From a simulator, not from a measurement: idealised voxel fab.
Name of the process module below: voxel wiring stack
Square cells of 5 nm make up the cross-section cut, whose width is 295 nm.
Reading order for cross-sections: top band down to bottom band. Underlying form: a grid of square cells. Band size: one or more rows of cells. Band entry format. Leading values: height of top, height of bottom, nm. Remainder: materials in left-to-right order, each with its width in nm. Special words: "full width" on a single material, which then fills the band edge to edge; "air", empty space. Heads up on the height convention: 0 is the point under which the incoming wafer is all one material, and the lowest band has no bottom, it just keeps going down, like "z 0 and below". When a width is written as two numbers, as in "30 to 40", the first number is the width in the top row of cells of the band and the second is the width in its bottom row, and the width changes by the same amount from each row to the next. A step reported as "nothing got changed" is a step in which no cell of the cross-section changed. "Closed void inventory": empty spaces of 8 cells or more with no open way to the top, each given as width x height at distance, distance from the left edge, all in nm. Post-settings text on a step line: simulator's own remark regarding the step. When a step includes a mask, the "overlay nm" setting on its line states how far to the right of its planned place that mask lay, and negative values state how far to the left. Each pair below shows a cross-section before one step and the cross-section after it, down to the lowest band that changed. The line under each pair gives the step between them, with its settings. The pairs can come from different runs of this module on the same starting wafer, so a pair continues from the pair above only where its "before" says so.
### before
  z 85 to 65 | W full width
  z 65 to 60 | TiN full width
  z 60 to 40 | lowk=80, Ru=15, lowk=35, Ru=15, lowk=35, Ru=15, lowk=100
  z 40 to 35 | SiCN=80, Ru=15, SiCN=35, Ru=15, SiCN=35, Ru=15, SiCN=100
  z 35 to 15 | lowk=80, Ru=30, lowk=20, Ru=30, lowk=20, Ru=30, lowk=85
  z 15 to 10 | lowk=80, TiN=30, lowk=20, TiN=30, lowk=20, TiN=30, lowk=85
  z 10 to 0 | SiO2 full width
  z 0 and below | Si full width
  Closed void inventory: none
### Resulting Structure
  z 85 to 65 | air=80, W=35, air=15, W=35, air=15, W=35, air=80
  Nothing below the height 65 has changed.
  Closed void inventory: none
Going from one cross-section above to the next, the wafer undergoes MASKED_ETCH | tone cover | mask id METAL_2 | width nm 35 | pitch nm 50 | etch materials W | depth nm 20 | overlay nm 0
before: as in the pair right above, post-step view.
### Resulting Structure
  z 85 to 65 | air=80, W=35, air=15, W=35, air=15, W=35, air=80
  z 65 to 60 | air=80, TiN=35, air=15, TiN=35, air=15, TiN=35, air=80
  Nothing below the height 60 has changed.
  Closed void inventory: none
Going from one cross-section above to the next, the wafer undergoes MASKED_ETCH | tone cover | mask id METAL_2 | width nm 30 | pitch nm 50 | etch materials TiN | depth nm 5 | overlay nm 0
before: as in the pair right above, post-step view.
### Resulting Structure
  z 90 to 85 | air=75, SiN=45, air=5, SiN=45, air=5, SiN=45, air=75
  z 85 to 65 | air=75, SiN=5, W=35, SiN=5, air=5, SiN=5, W=35, SiN=5, air=5, SiN=5, W=35, SiN=5, air=75
  z 65 to 60 | SiN=80, TiN=35, SiN=15, TiN=35, SiN=15, TiN=35, SiN=80
  Nothing below the height 60 has changed.
  Closed void inventory: none
Going from one cross-section above to the next, the wafer undergoes CONFORMAL_DEP | material SiN | thk nm 5
before: as in the pair right above, post-step view.
### Resulting Structure
  z 100 to 90 | SiO2 full width
  z 90 to 85 | SiO2=75, SiN=45, SiO2=5, SiN=45, SiO2=5, SiN=45, SiO2=75
  z 85 to 65 | SiO2=75, SiN=5, W=35, SiN=5, SiO2=5, SiN=5, W=35, SiN=5, SiO2=5, SiN=5, W=35, SiN=5, SiO2=75
  Nothing below the height 65 has changed.
  Closed void inventory: none
Going from one cross-section above to the next, the wafer undergoes FILL_DEP | material SiO2 | thk nm 10
before: as in the pair right above, post-step view.
### Resulting Structure
  z 85 to 65 | SiO2=75, SiN=5, W=35, SiN=5, SiO2=5, SiN=5, W=35, SiN=5, SiO2=5, SiN=5, W=35, SiN=5, SiO2=75
  Nothing below the height 65 has changed.
  Closed void inventory: none
Going from one cross-section above to the next, the wafer undergoes CMP | height nm 85
before: as in the pair right above, post-step view.
### Resulting Structure
  z 90 to 85 | SiCN full width
  Nothing below the height 85 has changed.
  Closed void inventory: none
Going from one cross-section above to the next, the wafer undergoes CONFORMAL_DEP | material SiCN | thk nm 5
### before
  z 85 to 65 | W full width
  z 65 to 60 | TiN full width
  z 60 to 40 | lowk=80, Ru=15, lowk=35, Ru=15, lowk=35, Ru=15, lowk=100
  z 40 to 35 | SiCN=80, Ru=15, SiCN=35, Ru=15, SiCN=35, Ru=15, SiCN=100
  z 35 to 15 | lowk=80, Ru=30, lowk=20, Ru=30, lowk=20, Ru=30, lowk=85
  z 15 to 10 | lowk=80, TiN=30, lowk=20, TiN=30, lowk=20, TiN=30, lowk=85
  z 10 to 0 | SiO2 full width
  z 0 and below | Si full width
  Closed void inventory: none
### Resulting Structure
  z 85 to 65 | air=75, W=30, air=20, W=30, air=20, W=30, air=90
  Nothing below the height 65 has changed.
  Closed void inventory: none
Going from one cross-section above to the next, the wafer undergoes MASKED_ETCH | tone cover | mask id METAL_2 | width nm 30 | pitch nm 50 | etch materials W | depth nm 20 | overlay nm -5
before: as in the pair right above, post-step view.
### Resulting Structure
  z 85 to 65 | air=75, W=30, air=20, W=30, air=20, W=30, air=90
  z 65 to 60 | air=75, TiN=35, air=15, TiN=35, air=15, TiN=35, air=85
  Nothing below the height 60 has changed.
  Closed void inventory: none
Going from one cross-section above to the next, the wafer undergoes MASKED_ETCH | tone cover | mask id METAL_2 | width nm 30 | pitch nm 50 | etch materials TiN | depth nm 5 | overlay nm 0
before: as in the pair right above, post-step view.
### Resulting Structure
  z 90 to 85 | air=70, SiN=40, air=10, SiN=40, air=10, SiN=40, air=85
  z 85 to 70 | air=70, SiN=5, W=30, SiN=5, air=10, SiN=5, W=30, SiN=5, air=10, SiN=5, W=30, SiN=5, air=85
  z 70 to 65 | air=70, SiN=5, W=30, SiN=10, air=5, SiN=5, W=30, SiN=10, air=5, SiN=5, W=30, SiN=10, air=80
  z 65 to 60 | SiN=75, TiN=35, SiN=15, TiN=35, SiN=15, TiN=35, SiN=85
  Nothing below the height 60 has changed.
  Closed void inventory: none
Going from one cross-section above to the next, the wafer undergoes CONFORMAL_DEP | material SiN | thk nm 5
before: as in the pair right above, post-step view.
### Resulting Structure
  z 100 to 90 | SiO2 full width
  z 90 to 85 | SiO2=70, SiN=40, SiO2=10, SiN=40, SiO2=10, SiN=40, SiO2=85
  z 85 to 70 | SiO2=70, SiN=5, W=30, SiN=5, SiO2=10, SiN=5, W=30, SiN=5, SiO2=10, SiN=5, W=30, SiN=5, SiO2=85
  z 70 to 65 | SiO2=70, SiN=5, W=30, SiN=10, SiO2=5, SiN=5, W=30, SiN=10, SiO2=5, SiN=5, W=30, SiN=10, SiO2=80
  Nothing below the height 65 has changed.
  Closed void inventory: none
Going from one cross-section above to the next, the wafer undergoes FILL_DEP | material SiO2 | thk nm 10
before: as in the pair right above, post-step view.
### Resulting Structure
  z 85 to 70 | SiO2=70, SiN=5, W=30, SiN=5, SiO2=10, SiN=5, W=30, SiN=5, SiO2=10, SiN=5, W=30, SiN=5, SiO2=85
  Nothing below the height 70 has changed.
  Closed void inventory: none
Going from one cross-section above to the next, the wafer undergoes CMP | height nm 85
before: as in the pair right above, post-step view.
### Resulting Structure
  z 90 to 85 | SiCN full width
  Nothing below the height 85 has changed.
  Closed void inventory: none
Going from one cross-section above to the next, the wafer undergoes CONFORMAL_DEP | material SiCN | thk nm 5
### before
  z 90 to 85 | air=75, SiN=40, air=10, SiN=40, air=10, SiN=40, air=80
  z 85 to 65 | air=75, SiN=5, W=30, SiN=5, air=10, SiN=5, W=30, SiN=5, air=10, SiN=5, W=30, SiN=5, air=80
  z 65 to 60 | SiN=80, TiN=30, SiN=20, TiN=30, SiN=20, TiN=30, SiN=85
  z 60 to 40 | lowk=80, Ru=15, lowk=35, Ru=15, lowk=35, Ru=15, lowk=100
  z 40 to 35 | SiCN=80, Ru=15, SiCN=35, Ru=15, SiCN=35, Ru=15, SiCN=100
  z 35 to 15 | lowk=80, Ru=30, lowk=20, Ru=30, lowk=20, Ru=30, lowk=85
  z 15 to 10 | lowk=80, TiN=30, lowk=20, TiN=30, lowk=20, TiN=30, lowk=85
  z 10 to 0 | SiO2 full width
  z 0 and below | Si full width
  Closed void inventory: none
### Resulting Structure
  z 100 to 90 | W full width
  z 90 to 85 | W=75, SiN=40, W=10, SiN=40, W=10, SiN=40, W=80
  z 85 to 65 | W=75, SiN=5, W=30, SiN=5, W=10, SiN=5, W=30, SiN=5, W=10, SiN=5, W=30, SiN=5, W=80
  Nothing below the height 65 has changed.
  Closed void inventory: none
Going from one cross-section above to the next, the wafer undergoes FILL_DEP | material W | thk nm 10
before: as in the pair right above, post-step view.
### Resulting Structure
  z 85 to 65 | W=75, SiN=5, W=30, SiN=5, W=10, SiN=5, W=30, SiN=5, W=10, SiN=5, W=30, SiN=5, W=80
  Nothing below the height 65 has changed.
  Closed void inventory: none
Going from one cross-section above to the next, the wafer undergoes CMP | height nm 85
before: as in the pair right above, post-step view.
### Resulting Structure
  z 90 to 85 | SiCN full width
  Nothing below the height 85 has changed.
  Closed void inventory: none
Going from one cross-section above to the next, the wafer undergoes CONFORMAL_DEP | material SiCN | thk nm 5
### before
  z 35 to 15 | Ru full width
  z 15 to 10 | TiN full width
  z 10 to 0 | SiO2 full width
  z 0 and below | Si full width
  Closed void inventory: none
### Resulting Structure
  z 50 to 35 | resist=80, air=30, resist=20, air=30, resist=20, air=30, resist=85
  Nothing below the height 35 has changed.
  Closed void inventory: none
Going from one cross-section above to the next, the wafer undergoes PATTERN | tone open | mask id METAL_1 | material resist | width nm 30 | pitch nm 50 | thk nm 15 | overlay nm 0
before: as in the pair right above, post-step view.
### Resulting Structure
  z 50 to 35 | resist=80, air=30, resist=20, air=30, resist=20, air=30, resist=85
  z 35 to 15 | Ru=80, air=30, Ru=20, air=30, Ru=20, air=30, Ru=85
  Nothing below the height 15 has changed.
  Closed void inventory: none
Going from one cross-section above to the next, the wafer undergoes DIRECTIONAL_ETCH | etch materials Ru | depth nm 20
before: as in the pair right above, post-step view.
### Resulting Structure
  z 50 to 35 | resist=80, air=30, resist=20, air=30, resist=20, air=30, resist=85
  z 35 to 15 | Ru=80, air=30, Ru=20, air=30, Ru=20, air=30, Ru=85
  z 15 to 10 | TiN=80, air=30, TiN=20, air=30, TiN=20, air=30, TiN=85
  Nothing below the height 10 has changed.
  Closed void inventory: none
Going from one cross-section above to the next, the wafer undergoes DIRECTIONAL_ETCH | etch materials TiN | depth nm 5
before: as in the pair right above, post-step view.
### Resulting Structure
  z 35 to 15 | Ru=80, air=30, Ru=20, air=30, Ru=20, air=30, Ru=85
  Nothing below the height 15 has changed.
  Closed void inventory: none
Going from one cross-section above to the next, the wafer undergoes STRIP | etch materials resist
before: as in the pair right above, post-step view.
### Resulting Structure
  z 45 to 35 | lowk full width
  z 35 to 15 | Ru=80, lowk=30, Ru=20, lowk=30, Ru=20, lowk=30, Ru=85
  z 15 to 10 | TiN=80, lowk=30, TiN=20, lowk=30, TiN=20, lowk=30, TiN=85
  Nothing below the height 10 has changed.
  Closed void inventory: none
Going from one cross-section above to the next, the wafer undergoes FILL_DEP | material lowk | thk nm 10
before: as in the pair right above, post-step view.
### Resulting Structure
  z 35 to 15 | Ru=80, lowk=30, Ru=20, lowk=30, Ru=20, lowk=30, Ru=85
  Nothing below the height 15 has changed.
  Closed void inventory: none
Going from one cross-section above to the next, the wafer undergoes CMP | height nm 35
before: as in the pair right above, post-step view.
### Resulting Structure
  z 40 to 35 | SiCN full width
  Nothing below the height 35 has changed.
  Closed void inventory: none
Going from one cross-section above to the next, the wafer undergoes CONFORMAL_DEP | material SiCN | thk nm 5
before: as in the pair right above, post-step view.
### Resulting Structure
  z 60 to 40 | lowk full width
  Nothing below the height 40 has changed.
  Closed void inventory: none
Going from one cross-section above to the next, the wafer undergoes DIRECTIONAL_DEP | material lowk | thk nm 20
before: as in the pair right above, post-step view.
### Resulting Structure
  z 80 to 60 | resist=80, air=15, resist=35, air=15, resist=35, air=15, resist=100
  Nothing below the height 60 has changed.
  Closed void inventory: none
Going from one cross-section above to the next, the wafer undergoes PATTERN | tone open | mask id PLUG_1 | material resist | width nm 15 | pitch nm 50 | thk nm 20 | overlay nm 0
before: as in the pair right above, post-step view.
### Resulting Structure
  z 80 to 60 | resist=80, air=15, resist=35, air=15, resist=35, air=15, resist=100
  z 60 to 40 | lowk=80, air=15, lowk=35, air=15, lowk=35, air=15, lowk=100
  Nothing below the height 40 has changed.
  Closed void inventory: none
Going from one cross-section above to the next, the wafer undergoes DIRECTIONAL_ETCH | etch materials lowk | depth nm 20
before: as in the pair right above, post-step view.
### Resulting Structure
  z 80 to 60 | resist=80, air=15, resist=35, air=15, resist=35, air=15, resist=100
  z 60 to 40 | lowk=80, air=15, lowk=35, air=15, lowk=35, air=15, lowk=100
  z 40 to 35 | SiCN=80, air=15, SiCN=35, air=15, SiCN=35, air=15, SiCN=100
  Nothing below the height 35 has changed.
  Closed void inventory: none
Going from one cross-section above to the next, the wafer undergoes DIRECTIONAL_ETCH | etch materials SiCN | depth nm 5
before: as in the pair right above, post-step view.
### Resulting Structure
  z 60 to 40 | lowk=80, air=15, lowk=35, air=15, lowk=35, air=15, lowk=100
  Nothing below the height 40 has changed.
  Closed void inventory: none
Going from one cross-section above to the next, the wafer undergoes STRIP | etch materials resist
before: as in the pair right above, post-step view.
### Resulting Structure
  z 65 to 60 | TiN=80, air=15, TiN=35, air=15, TiN=35, air=15, TiN=100
  z 60 to 40 | lowk=80, air=15, lowk=35, air=15, lowk=35, air=15, lowk=100
  z 40 to 35 | SiCN=80, TiN=15, SiCN=35, TiN=15, SiCN=35, TiN=15, SiCN=100
  Nothing below the height 35 has changed.
  Closed void inventory: none
Going from one cross-section above to the next, the wafer undergoes DIRECTIONAL_DEP | material TiN | thk nm 5
before: as in the pair right above, post-step view.
### Resulting Structure
  z 85 to 65 | W=80, air=15, W=35, air=15, W=35, air=15, W=100
  z 65 to 60 | TiN=80, air=15, TiN=35, air=15, TiN=35, air=15, TiN=100
  z 60 to 40 | lowk=80, W=15, lowk=35, W=15, lowk=35, W=15, lowk=100
  Nothing below the height 40 has changed.
  Closed void inventory: none
Going from one cross-section above to the next, the wafer undergoes DIRECTIONAL_DEP | material W | thk nm 20
before: as in the pair right above, post-step view.
### Resulting Structure
  z 85 to 65 | air=95, W=15, air=35, W=15, air=35, W=15, air=85
  Nothing below the height 65 has changed.
  Closed void inventory: none
Going from one cross-section above to the next, the wafer undergoes MASKED_ETCH | tone cover | mask id METAL_2 | width nm 30 | pitch nm 50 | etch materials W | depth nm 20 | overlay nm 0
before: as in the pair right above, post-step view.
### Resulting Structure
  z 85 to 65 | air=95, W=15, air=35, W=15, air=35, W=15, air=85
  z 65 to 60 | air=95, TiN=15, air=35, TiN=15, air=35, TiN=15, air=85
  Nothing below the height 60 has changed.
  Closed void inventory: none
Going from one cross-section above to the next, the wafer undergoes MASKED_ETCH | tone cover | mask id METAL_2 | width nm 30 | pitch nm 50 | etch materials TiN | depth nm 5 | overlay nm 0
before: as in the pair right above, post-step view.
### Resulting Structure
  z 90 to 85 | air=90, SiN=25, air=25, SiN=25, air=25, SiN=25, air=80
  z 85 to 65 | air=90, SiN=5, W=15, SiN=5, air=25, SiN=5, W=15, SiN=5, air=25, SiN=5, W=15, SiN=5, air=80
  z 65 to 60 | SiN=95, TiN=15, SiN=35, TiN=15, SiN=35, TiN=15, SiN=85
  Nothing below the height 60 has changed.
  Closed void inventory: none
Going from one cross-section above to the next, the wafer undergoes CONFORMAL_DEP | material SiN | thk nm 5
before: as in the pair right above, post-step view.
### Resulting Structure
  z 100 to 90 | SiO2 full width
  z 90 to 85 | SiO2=90, SiN=25, SiO2=25, SiN=25, SiO2=25, SiN=25, SiO2=80
  z 85 to 65 | SiO2=90, SiN=5, W=15, SiN=5, SiO2=25, SiN=5, W=15, SiN=5, SiO2=25, SiN=5, W=15, SiN=5, SiO2=80
  Nothing below the height 65 has changed.
  Closed void inventory: none
Going from one cross-section above to the next, the wafer undergoes FILL_DEP | material SiO2 | thk nm 10
before: as in the pair right above, post-step view.
### Resulting Structure
  z 85 to 65 | SiO2=90, SiN=5, W=15, SiN=5, SiO2=25, SiN=5, W=15, SiN=5, SiO2=25, SiN=5, W=15, SiN=5, SiO2=80
  Nothing below the height 65 has changed.
  Closed void inventory: none
Going from one cross-section above to the next, the wafer undergoes CMP | height nm 85
before: as in the pair right above, post-step view.
### Resulting Structure
  z 90 to 85 | SiCN full width
  Nothing below the height 85 has changed.
  Closed void inventory: none
Going from one cross-section above to the next, the wafer undergoes CONFORMAL_DEP | material SiCN | thk nm 5
